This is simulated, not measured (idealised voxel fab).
Proc. module: voxel local oxidation
cross-section cut | 175 nm wide | cells 5 nm
This document writes a cross-section as a grid whose cells are square, and gives it as bands, listed from the top down; one or more rows of cells form a band.
Top, bottom (nm), then materials left to right with widths (nm); lone material tagged "throughout" fills the whole band edge to edge; "empty" = empty space.
Heads up on the height convention: 0 is the point under which the incoming wafer is all one material, and the lowest band has no bottom, it just keeps going down, like "z 0 and below".
The expression "30 to 40" gives the width at the extremes of the band, the first number at its top row of cells and the second at its bottom row, with the width changing by equal amounts from each row to the next in between.
"no modification" for a step: no cell of the cross-section changed in that step.
"Listed closed voids": empty spaces of 8 cells or more with no open way to the top, each given as width x height at distance, distance from the left edge, all in nm.
What comes after the settings on a step's line is commentary from the simulator itself on that step.
overlay nm: mask right of planned place by this much (step with mask). Neg. = left.

-- plan
- 1: RECEIVE | material Si
- 2: OXIDIZE | depth nm 5
- 3: CONFORMAL_DEP | material SiN | thk nm 15
- 4: PATTERN | tone cover | mask id ACTIVE | material resist | width nm 95 | thk nm 20 | overlay nm 0
- 5: DIRECTIONAL_ETCH | etch materials SiN | depth nm 15
- 6: STRIP | etch materials resist
- 7: SELECTIVE_ETCH | etch materials SiO2 | depth nm 5
- 8: OXIDIZE | depth nm 15
- 9: STRIP | etch materials SiN

-- Incoming wafer, cross-sectional view, post step 1
  z 0 and below | Si throughout
  Listed closed voids: none

-- This is how the wafer looks in cross-section once the module is done, given the starting state and plan above and one mistake in carrying the plan out
  z 0 to -5 | 35 of empty / 85 of SiO2 / 55 of empty
  z -5 to -20 | 50 of SiO2 / 55 of Si / 70 of SiO2
  z -20 and below | Si throughout
  Listed closed voids: none
Heads up, the wafer didn't run the way we planned it: step 4 off recipe, ran as PATTERN | tone cover | mask id ACTIVE | material resist | width nm 95 | thk nm 20 | overlay nm -10
